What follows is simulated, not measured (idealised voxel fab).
process module | voxel released beams
cross-section cut | 195 nm wide | cells 5 nm
A cross-section is a grid of square cells, given in bands from the top down. A band is one or more rows of cells.
Each band's line starts with the height of the band's top and of its bottom, in nm. Then come its materials from left to right, each with its width in nm. One material with "throughout" fills the band from edge to edge. "air" is empty space.
Height 0 is the level under which the wafer as received is all one material. The lowest band goes on downwards, as in "0 down".
A width such as "30 to 40" changes by the same amount from each row of cells to the next, from the band's top row to its bottom row.
"no change" after a step means that no cell of the cross-section changed.
closed voids: empty space of 8 cells or more with no open way to the top, each as width x height at its distance from the left edge, in nm
after a step's settings: what the simulator itself notes on the step
overlay nm, on a step with a mask: how far to the right of its planned place the mask lay; to the left if negative
plan
1 op RECEIVE | material Si
2 op CONFORMAL_DEP | material SiN | thk nm 5
3 op DIRECTIONAL_DEP | material SiO2 | thk nm 10
4 op DIRECTIONAL_DEP | material aC | thk nm 10
5 op PATTERN | tone open | mask id ANCHOR | material resist | width nm 40 | thk nm 30 | overlay nm 0
6 op DIRECTIONAL_ETCH | etch materials aC | depth nm 10
7 op STRIP | etch materials resist
8 op DIRECTIONAL_ETCH | etch materials SiO2 | depth nm 10
9 op STRIP | etch materials aC
10 op CONFORMAL_DEP | material W | thk nm 15
11 op MASKED_ETCH | tone cover | mask id BEAM | width nm 110 | etch materials W | depth nm 15 | overlay nm 0
12 op STRIP | etch materials SiO2
first wafer, as planned
as received, after step 1
  0 down: Si throughout
  closed voids: none
after step 2
  5 to 0: SiN throughout
  below 0: unchanged
after step 3
  15 to 5: SiO2 throughout
  below 5: unchanged
after step 4
  25 to 15: aC throughout
  below 15: unchanged
after step 5
  55 to 25: resist 45 | air 40 | resist 110
  below 25: unchanged
after step 6
  45 to 25: resist 45 | air 40 | resist 110
  25 to 15: aC 45 | air 40 | aC 110
  below 15: unchanged
after step 7
  25 to 15: aC 45 | air 40 | aC 110
  below 15: unchanged
after step 8
  25 to 15: aC 45 | air 40 | aC 110
  15 to 5: SiO2 45 | air 40 | SiO2 110
  below 5: unchanged
after step 9
  15 to 5: SiO2 45 | air 40 | SiO2 110
  below 5: unchanged
after step 10
  30 to 20: W 60 | air 10 | W 125
  20 to 15: W throughout
  15 to 5: SiO2 45 | W 40 | SiO2 110
  below 5: unchanged
after step 11
  30 to 20: air 40 | W 20 | air 10 | W 80 | air 45
  20 to 15: air 40 | W 110 | air 45
  below 15: unchanged
after step 12
  30 to 20: air 40 | W 20 | air 10 | W 80 | air 45
  20 to 15: air 40 | W 110 | air 45
  15 to 5: air 45 | W 40 | air 110
  below 5: unchanged
second wafer: like start, like plan, one mistake. Through step 2 it matches the first wafer
when step 3 should have ended
  10 to 5: SiO2 throughout
  below 5: unchanged
when step 4 should have ended
  20 to 10: aC throughout
  below 10: unchanged
when step 5 should have ended
  50 to 20: resist 45 | air 40 | resist 110
  below 20: unchanged
when step 6 should have ended
  40 to 20: resist 45 | air 40 | resist 110
  20 to 10: aC 45 | air 40 | aC 110
  below 10: unchanged
when step 7 should have ended
  20 to 10: aC 45 | air 40 | aC 110
  below 10: unchanged
when step 8 should have ended
  20 to 10: aC 45 | air 40 | aC 110
  10 to 5: SiO2 45 | air 40 | SiO2 110
  below 5: unchanged
when step 9 should have ended
  10 to 5: SiO2 45 | air 40 | SiO2 110
  below 5: unchanged
when step 10 should have ended
  25 to 20: W 60 | air 10 | W 125
  20 to 10: W throughout
  10 to 5: SiO2 45 | W 40 | SiO2 110
  below 5: unchanged
when step 11 should have ended
  25 to 20: air 40 | W 20 | air 10 | W 80 | air 45
  20 to 10: air 40 | W 110 | air 45
  below 10: unchanged
when step 12 should have ended
  25 to 20: air 40 | W 20 | air 10 | W 80 | air 45
  20 to 10: air 40 | W 110 | air 45
  10 to 5: air 45 | W 40 | air 110
  below 5: unchanged
what went wrong: step 3 ran as: op DIRECTIONAL_DEP | material SiO2 | thk nm 5
at the end the second wafer has, in cells: 6 fewer of W
